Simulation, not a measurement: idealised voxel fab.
Title: Process Module voxel gate over fins
The cross-section on display is named cut; it measures 230 nm wide, and its cells are 5 nm squares.
When this document writes out a cross-section, it uses a grid of square cells and lists it as bands, beginning at the top and moving down, with a band standing for one or more rows of cells. Top height, bottom height, nm. Materials left to right, width each, nm. Single material + "edge to edge" = fills band edge to edge. "air" = empty. Measure heights from 0. That's the level where, below it, the as-received wafer is all one material. The lowest band is bottomless and extends downward; write it as in "0 down". The notation "30..40" denotes a width that varies across the rows of cells in the band, beginning at the first number in the top row, finishing at the second number in the bottom row, and changing by an identical amount from each row to the next. Basically "no change occurred" means that step didn't change any cell in the cross-section. Closed empty spaces (no open way to the top) of 8 cells or more are what "Sealed void list" lists, each as width x height at distance from the left edge, nm for all three. Text after the settings on a step's line: the simulator's own remark on that step. overlay nm, on a step with a mask: how far to the right of its planned place the mask lay; to the left if negative.
[Steps in the process plan]
1 RECEIVE: material Si
2 CONFORMAL_DEP: material SiN, thk nm 5
3 DIRECTIONAL_DEP: material aC, thk nm 15
4 PATTERN: tone cover, mask id FINS, material resist, width nm 15, pitch nm 45, thk nm 30, overlay nm 0
5 DIRECTIONAL_ETCH: etch materials aC, depth nm 15
6 STRIP: etch materials resist
7 DIRECTIONAL_ETCH: etch materials SiN, depth nm 5
8 DIRECTIONAL_ETCH: etch materials Si, depth nm 40
9 STRIP: etch materials aC
10 OXIDIZE: depth nm 5
11 FILL_DEP: material SiO2, thk nm 15
12 CMP: height nm 5
13 SELECTIVE_ETCH: etch materials SiO2, depth nm 15
14 STRIP: etch materials SiN
15 CONFORMAL_DEP: material HfO2, thk nm 5
16 CONFORMAL_DEP: material TiN, thk nm 5
17 CONFORMAL_DEP: material TiAl, thk nm 5
18 CONFORMAL_DEP: material TiN, thk nm 5
19 FILL_DEP: material W, thk nm 10
20 CMP: height nm 25
21 CONFORMAL_DEP: material SiN, thk nm 10
[What follows covers the first of two wafers; it ran as planned]
[Wafer cross-section on receipt, i.e. after step 1]
> 0 down  Si edge to edge
> Sealed void list: none
[Wafer xsec, post step 2]
> 5 to 0  SiN edge to edge
> Beneath the level 0, the cross-section is identical to its previous state.
[Wafer xsec, post step 3]
> 20 to 5  aC edge to edge
> Beneath the level 5, the cross-section is identical to its previous state.
[Wafer xsec, post step 4]
> 50 to 20  40 air; 15 resist; 30 air; 15 resist; 30 air; 15 resist; 30 air; 15 resist; 40 air
> Beneath the level 20, the cross-section is identical to its previous state.
[Wafer xsec, post step 5]
> 35 to 20  40 air; 15 resist; 30 air; 15 resist; 30 air; 15 resist; 30 air; 15 resist; 40 air
> 20 to 5  40 air; 15 aC; 30 air; 15 aC; 30 air; 15 aC; 30 air; 15 aC; 40 air
> Beneath the level 5, the cross-section is identical to its previous state.
[Wafer xsec, post step 6]
> 20 to 5  40 air; 15 aC; 30 air; 15 aC; 30 air; 15 aC; 30 air; 15 aC; 40 air
> Beneath the level 5, the cross-section is identical to its previous state.
[Wafer xsec, post step 7]
> 20 to 5  40 air; 15 aC; 30 air; 15 aC; 30 air; 15 aC; 30 air; 15 aC; 40 air
> 5 to 0  40 air; 15 SiN; 30 air; 15 SiN; 30 air; 15 SiN; 30 air; 15 SiN; 40 air
> Beneath the level 0, the cross-section is identical to its previous state.
[Wafer xsec, post step 8]
> 20 to 5  40 air; 15 aC; 30 air; 15 aC; 30 air; 15 aC; 30 air; 15 aC; 40 air
> 5 to 0  40 air; 15 SiN; 30 air; 15 SiN; 30 air; 15 SiN; 30 air; 15 SiN; 40 air
> 0 to -40  40 air; 15 Si; 30 air; 15 Si; 30 air; 15 Si; 30 air; 15 Si; 40 air
> Beneath the level -40, the cross-section is identical to its previous state.
[Wafer xsec, post step 9]
> 5 to 0  40 air; 15 SiN; 30 air; 15 SiN; 30 air; 15 SiN; 30 air; 15 SiN; 40 air
> Beneath the level 0, the cross-section is identical to its previous state.
[Wafer xsec, post step 10]
> 5 to 0  40 air; 15 SiN; 30 air; 15 SiN; 30 air; 15 SiN; 30 air; 15 SiN; 40 air
> 0 to -40  40 air; 5 SiO2; 5 Si; 5 SiO2; 30 air; 5 SiO2; 5 Si; 5 SiO2; 30 air; 5 SiO2; 5 Si; 5 SiO2; 30 air; 5 SiO2; 5 Si; 5 SiO2; 40 air
> -40 to -45  45 SiO2; 5 Si; 40 SiO2; 5 Si; 40 SiO2; 5 Si; 40 SiO2; 5 Si; 45 SiO2
> Beneath the level -45, the cross-section is identical to its previous state.
[Wafer xsec, post step 11]
> 20 to 5  SiO2 edge to edge
> 5 to 0  40 SiO2; 15 SiN; 30 SiO2; 15 SiN; 30 SiO2; 15 SiN; 30 SiO2; 15 SiN; 40 SiO2
> 0 to -45  45 SiO2; 5 Si; 40 SiO2; 5 Si; 40 SiO2; 5 Si; 40 SiO2; 5 Si; 45 SiO2
> Beneath the level -45, the cross-section is identical to its previous state.
[Wafer xsec, post step 12]
> 5 to 0  40 SiO2; 15 SiN; 30 SiO2; 15 SiN; 30 SiO2; 15 SiN; 30 SiO2; 15 SiN; 40 SiO2
> Beneath the level 0, the cross-section is identical to its previous state.
[Wafer xsec, post step 13]
> 5 to 0  40 air; 15 SiN; 30 air; 15 SiN; 30 air; 15 SiN; 30 air; 15 SiN; 40 air
> 0 to -10  45 air; 5 Si; 40 air; 5 Si; 40 air; 5 Si; 40 air; 5 Si; 45 air
> Beneath the level -10, the cross-section is identical to its previous state.
[Wafer xsec, post step 14]
> 0 to -10  45 air; 5 Si; 40 air; 5 Si; 40 air; 5 Si; 40 air; 5 Si; 45 air
> Beneath the level -10, the cross-section is identical to its previous state.
[Wafer xsec, post step 15]
> 5 to 0  40 air; 15 HfO2; 30 air; 15 HfO2; 30 air; 15 HfO2; 30 air; 15 HfO2; 40 air
> 0 to -5  40 air; 5 HfO2; 5 Si; 5 HfO2; 30 air; 5 HfO2; 5 Si; 5 HfO2; 30 air; 5 HfO2; 5 Si; 5 HfO2; 30 air; 5 HfO2; 5 Si; 5 HfO2; 40 air
> -5 to -10  45 HfO2; 5 Si; 40 HfO2; 5 Si; 40 HfO2; 5 Si; 40 HfO2; 5 Si; 45 HfO2
> Beneath the level -10, the cross-section is identical to its previous state.
[Wafer xsec, post step 16]
> 10 to 5  35 air; 25 TiN; 20 air; 25 TiN; 20 air; 25 TiN; 20 air; 25 TiN; 35 air
> 5 to 0  35 air; 5 TiN; 15 HfO2; 5 TiN; 20 air; 5 TiN; 15 HfO2; 5 TiN; 20 air; 5 TiN; 15 HfO2; 5 TiN; 20 air; 5 TiN; 15 HfO2; 5 TiN; 35 air
> 0 to -5  40 TiN; 5 HfO2; 5 Si; 5 HfO2; 30 TiN; 5 HfO2; 5 Si; 5 HfO2; 30 TiN; 5 HfO2; 5 Si; 5 HfO2; 30 TiN; 5 HfO2; 5 Si; 5 HfO2; 40 TiN
> Beneath the level -5, the cross-section is identical to its previous state.
[Wafer xsec, post step 17]
> 15 to 10  30 air; 35 TiAl; 10 air; 35 TiAl; 10 air; 35 TiAl; 10 air; 35 TiAl; 30 air
> 10 to 5  30 air; 5 TiAl; 25 TiN; 5 TiAl; 10 air; 5 TiAl; 25 TiN; 5 TiAl; 10 air; 5 TiAl; 25 TiN; 5 TiAl; 10 air; 5 TiAl; 25 TiN; 5 TiAl; 30 air
> 5 to 0  35 TiAl; 5 TiN; 15 HfO2; 5 TiN; 20 TiAl; 5 TiN; 15 HfO2; 5 TiN; 20 TiAl; 5 TiN; 15 HfO2; 5 TiN; 20 TiAl; 5 TiN; 15 HfO2; 5 TiN; 35 TiAl
> Beneath the level 0, the cross-section is identical to its previous state.
[Wafer xsec, post step 18]
> 20 to 15  25 air; 180 TiN; 25 air
> 15 to 10  25 air; 5 TiN; 35 TiAl; 10 TiN; 35 TiAl; 10 TiN; 35 TiAl; 10 TiN; 35 TiAl; 5 TiN; 25 air
> 10 to 5  30 TiN; 5 TiAl; 25 TiN; 5 TiAl; 10 TiN; 5 TiAl; 25 TiN; 5 TiAl; 10 TiN; 5 TiAl; 25 TiN; 5 TiAl; 10 TiN; 5 TiAl; 25 TiN; 5 TiAl; 30 TiN
> Beneath the level 5, the cross-section is identical to its previous state.
[Wafer xsec, post step 19]
> 30 to 20  W edge to edge
> 20 to 15  25 W; 180 TiN; 25 W
> 15 to 10  25 W; 5 TiN; 35 TiAl; 10 TiN; 35 TiAl; 10 TiN; 35 TiAl; 10 TiN; 35 TiAl; 5 TiN; 25 W
> Beneath the level 10, the cross-section is identical to its previous state.
[Wafer xsec, post step 20]
> 25 to 20  W edge to edge
> Beneath the level 20, the cross-section is identical to its previous state.
[Wafer xsec, post step 21]
> 35 to 25  SiN edge to edge
> Beneath the level 25, the cross-section is identical to its previous state.
[Notes, second wafer: start = first wafer's, plan = first wafer's, execution had one mistake; history identical to first through step 12]
[Second wafer, sectioned view, at step 13's planned end time]
> 5 to 0  40 air; 15 SiN; 30 air; 15 SiN; 30 air; 15 SiN; 30 air; 15 SiN; 40 air
> 0 to -25  45 air; 5 Si; 40 air; 5 Si; 40 air; 5 Si; 40 air; 5 Si; 45 air
> Beneath the level -25, the cross-section is identical to its previous state.
[Second wafer, sectioned view, at step 14's planned end time]
> 0 to -25  45 air; 5 Si; 40 air; 5 Si; 40 air; 5 Si; 40 air; 5 Si; 45 air
> Beneath the level -25, the cross-section is identical to its previous state.
[Second wafer, sectioned view, at step 15's planned end time]
> 5 to 0  40 air; 15 HfO2; 30 air; 15 HfO2; 30 air; 15 HfO2; 30 air; 15 HfO2; 40 air
> 0 to -20  40 air; 5 HfO2; 5 Si; 5 HfO2; 30 air; 5 HfO2; 5 Si; 5 HfO2; 30 air; 5 HfO2; 5 Si; 5 HfO2; 30 air; 5 HfO2; 5 Si; 5 HfO2; 40 air
> -20 to -25  45 HfO2; 5 Si; 40 HfO2; 5 Si; 40 HfO2; 5 Si; 40 HfO2; 5 Si; 45 HfO2
> Beneath the level -25, the cross-section is identical to its previous state.
[Second wafer, sectioned view, at step 16's planned end time]
> 10 to 5  35 air; 25 TiN; 20 air; 25 TiN; 20 air; 25 TiN; 20 air; 25 TiN; 35 air
> 5 to 0  35 air; 5 TiN; 15 HfO2; 5 TiN; 20 air; 5 TiN; 15 HfO2; 5 TiN; 20 air; 5 TiN; 15 HfO2; 5 TiN; 20 air; 5 TiN; 15 HfO2; 5 TiN; 35 air
> 0 to -15  35 air; 5 TiN; 5 HfO2; 5 Si; 5 HfO2; 5 TiN; 20 air; 5 TiN; 5 HfO2; 5 Si; 5 HfO2; 5 TiN; 20 air; 5 TiN; 5 HfO2; 5 Si; 5 HfO2; 5 TiN; 20 air; 5 TiN; 5 HfO2; 5 Si; 5 HfO2; 5 TiN; 35 air
> -15 to -20  40 TiN; 5 HfO2; 5 Si; 5 HfO2; 30 TiN; 5 HfO2; 5 Si; 5 HfO2; 30 TiN; 5 HfO2; 5 Si; 5 HfO2; 30 TiN; 5 HfO2; 5 Si; 5 HfO2; 40 TiN
> Beneath the level -20, the cross-section is identical to its previous state.
[Second wafer, sectioned view, at step 17's planned end time]
> 15 to 10  30 air; 35 TiAl; 10 air; 35 TiAl; 10 air; 35 TiAl; 10 air; 35 TiAl; 30 air
> 10 to 5  30 air; 5 TiAl; 25 TiN; 5 TiAl; 10 air; 5 TiAl; 25 TiN; 5 TiAl; 10 air; 5 TiAl; 25 TiN; 5 TiAl; 10 air; 5 TiAl; 25 TiN; 5 TiAl; 30 air
> 5 to 0  30 air; 5 TiAl; 5 TiN; 15 HfO2; 5 TiN; 5 TiAl; 10 air; 5 TiAl; 5 TiN; 15 HfO2; 5 TiN; 5 TiAl; 10 air; 5 TiAl; 5 TiN; 15 HfO2; 5 TiN; 5 TiAl; 10 air; 5 TiAl; 5 TiN; 15 HfO2; 5 TiN; 5 TiAl; 30 air
> 0 to -10  30 air; 5 TiAl; 5 TiN; 5 HfO2; 5 Si; 5 HfO2; 5 TiN; 5 TiAl; 10 air; 5 TiAl; 5 TiN; 5 HfO2; 5 Si; 5 HfO2; 5 TiN; 5 TiAl; 10 air; 5 TiAl; 5 TiN; 5 HfO2; 5 Si; 5 HfO2; 5 TiN; 5 TiAl; 10 air; 5 TiAl; 5 TiN; 5 HfO2; 5 Si; 5 HfO2; 5 TiN; 5 TiAl; 30 air
> -10 to -15  35 TiAl; 5 TiN; 5 HfO2; 5 Si; 5 HfO2; 5 TiN; 20 TiAl; 5 TiN; 5 HfO2; 5 Si; 5 HfO2; 5 TiN; 20 TiAl; 5 TiN; 5 HfO2; 5 Si; 5 HfO2; 5 TiN; 20 TiAl; 5 TiN; 5 HfO2; 5 Si; 5 HfO2; 5 TiN; 35 TiAl
> Beneath the level -15, the cross-section is identical to its previous state.
[Second wafer, sectioned view, at step 18's planned end time]
> 20 to 15  25 air; 180 TiN; 25 air
> 15 to 10  25 air; 5 TiN; 35 TiAl; 10 TiN; 35 TiAl; 10 TiN; 35 TiAl; 10 TiN; 35 TiAl; 5 TiN; 25 air
> 10 to 5  25 air; 5 TiN; 5 TiAl; 25 TiN; 5 TiAl; 10 TiN; 5 TiAl; 25 TiN; 5 TiAl; 10 TiN; 5 TiAl; 25 TiN; 5 TiAl; 10 TiN; 5 TiAl; 25 TiN; 5 TiAl; 5 TiN; 25 air
> 5 to 0  25 air; 5 TiN; 5 TiAl; 5 TiN; 15 HfO2; 5 TiN; 5 TiAl; 10 TiN; 5 TiAl; 5 TiN; 15 HfO2; 5 TiN; 5 TiAl; 10 TiN; 5 TiAl; 5 TiN; 15 HfO2; 5 TiN; 5 TiAl; 10 TiN; 5 TiAl; 5 TiN; 15 HfO2; 5 TiN; 5 TiAl; 5 TiN; 25 air
> 0 to -5  25 air; 5 TiN; 5 TiAl; 5 TiN; 5 HfO2; 5 Si; 5 HfO2; 5 TiN; 5 TiAl; 10 TiN; 5 TiAl; 5 TiN; 5 HfO2; 5 Si; 5 HfO2; 5 TiN; 5 TiAl; 10 TiN; 5 TiAl; 5 TiN; 5 HfO2; 5 Si; 5 HfO2; 5 TiN; 5 TiAl; 10 TiN; 5 TiAl; 5 TiN; 5 HfO2; 5 Si; 5 HfO2; 5 TiN; 5 TiAl; 5 TiN; 25 air
> -5 to -10  30 TiN; 5 TiAl; 5 TiN; 5 HfO2; 5 Si; 5 HfO2; 5 TiN; 5 TiAl; 10 TiN; 5 TiAl; 5 TiN; 5 HfO2; 5 Si; 5 HfO2; 5 TiN; 5 TiAl; 10 TiN; 5 TiAl; 5 TiN; 5 HfO2; 5 Si; 5 HfO2; 5 TiN; 5 TiAl; 10 TiN; 5 TiAl; 5 TiN; 5 HfO2; 5 Si; 5 HfO2; 5 TiN; 5 TiAl; 30 TiN
> Beneath the level -10, the cross-section is identical to its previous state.
[Second wafer, sectioned view, at step 19's planned end time]
> 30 to 20  W edge to edge
> 20 to 15  25 W; 180 TiN; 25 W
> 15 to 10  25 W; 5 TiN; 35 TiAl; 10 TiN; 35 TiAl; 10 TiN; 35 TiAl; 10 TiN; 35 TiAl; 5 TiN; 25 W
> 10 to 5  25 W; 5 TiN; 5 TiAl; 25 TiN; 5 TiAl; 10 TiN; 5 TiAl; 25 TiN; 5 TiAl; 10 TiN; 5 TiAl; 25 TiN; 5 TiAl; 10 TiN; 5 TiAl; 25 TiN; 5 TiAl; 5 TiN; 25 W
> 5 to 0  25 W; 5 TiN; 5 TiAl; 5 TiN; 15 HfO2; 5 TiN; 5 TiAl; 10 TiN; 5 TiAl; 5 TiN; 15 HfO2; 5 TiN; 5 TiAl; 10 TiN; 5 TiAl; 5 TiN; 15 HfO2; 5 TiN; 5 TiAl; 10 TiN; 5 TiAl; 5 TiN; 15 HfO2; 5 TiN; 5 TiAl; 5 TiN; 25 W
> 0 to -5  25 W; 5 TiN; 5 TiAl; 5 TiN; 5 HfO2; 5 Si; 5 HfO2; 5 TiN; 5 TiAl; 10 TiN; 5 TiAl; 5 TiN; 5 HfO2; 5 Si; 5 HfO2; 5 TiN; 5 TiAl; 10 TiN; 5 TiAl; 5 TiN; 5 HfO2; 5 Si; 5 HfO2; 5 TiN; 5 TiAl; 10 TiN; 5 TiAl; 5 TiN; 5 HfO2; 5 Si; 5 HfO2; 5 TiN; 5 TiAl; 5 TiN; 25 W
> Beneath the level -5, the cross-section is identical to its previous state.
[Second wafer, sectioned view, at step 20's planned end time]
> 25 to 20  W edge to edge
> Beneath the level 20, the cross-section is identical to its previous state.
[Second wafer, sectioned view, at step 21's planned end time]
> 35 to 25  SiN edge to edge
> Beneath the level 25, the cross-section is identical to its previous state.
What was done differently from what was planned? in the plan, step 13 was performed twice
Final tally in cells, some materials are higher or lower on the second wafer than on the first: HfO2 +24, SiO2 -126, TiAl +24, TiN +48, W +30
